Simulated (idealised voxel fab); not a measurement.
The following is a process module called voxel released beams.
Shown is cross-section cut, with a width of 250 nm and square cells of size 5 nm.
Cross-section layout: square cells on a grid; listed as bands, top to bottom; a band spans one or more cell rows. The entry gives the band's vertical extent as a top height and a bottom height in nm, then its horizontal make-up as materials from left to right, each with a width in nm. "air" stands for empty space; a single material marked "edge to edge" fills the band edge to edge. It should be noted that heights are counted from 0, beneath which the wafer as supplied is of one material throughout, and that the lowest band possesses no lower boundary but continues downward, as written in "0 and below". Top row gets the first number, bottom row gets the second, and each row in between changes by the same step: that is how a band width like "30..40" works. "no change occurred" after a step means that no cell of the cross-section changed. Look at "Sealed void listing" for the closed voids: empty spaces with no open path to the top, sized 8 cells or up. Each is width x height at distance, distance from the left edge, all nm. That trailing text on a step's line, after the settings, is the simulator's own remark on the step. For masked steps, "overlay nm" on the step line gives how far right of plan the mask actually lay; a minus sign means it lay to the left.

### Planned process steps
step 1: RECEIVE: material Si
step 2: CONFORMAL_DEP: material SiN, thk nm 5
step 3: DIRECTIONAL_DEP: material SiO2, thk nm 20
step 4: MASKED_ETCH: tone open, mask id ANCHOR, width nm 35, etch materials SiO2, depth nm 20, overlay nm 0
step 5: CONFORMAL_DEP: material polySi, thk nm 10
step 6: MASKED_ETCH: tone cover, mask id BEAM, width nm 85, etch materials polySi, depth nm 10, overlay nm 0
step 7: STRIP: etch materials SiO2

### Shown in cross-section is the wafer as received, that is, as it stands after step 1
- 0 and below | Si edge to edge
- Sealed void listing: none

### The following cross-section depicts the wafer upon conclusion of the module. Processing commenced from the starting condition illustrated above and adhered to the plan illustrated above, save for one mistake in execution
- 35 down to 25 | air (85), then polySi (10), then air (15), then polySi (60), then air (80)
- 25 down to 15 | air (85), then polySi (10), then air (15), then polySi (10), then air (130)
- 15 down to 5 | air (85), then polySi (35), then air (130)
- 5 down to 0 | SiN edge to edge
- 0 and below | Si edge to edge
- Sealed void listing: none
Want to know what went wrong? step 6 off recipe, ran as MASKED_ETCH: tone cover, mask id BEAM, width nm 85, etch materials polySi, depth nm 10, overlay nm 5
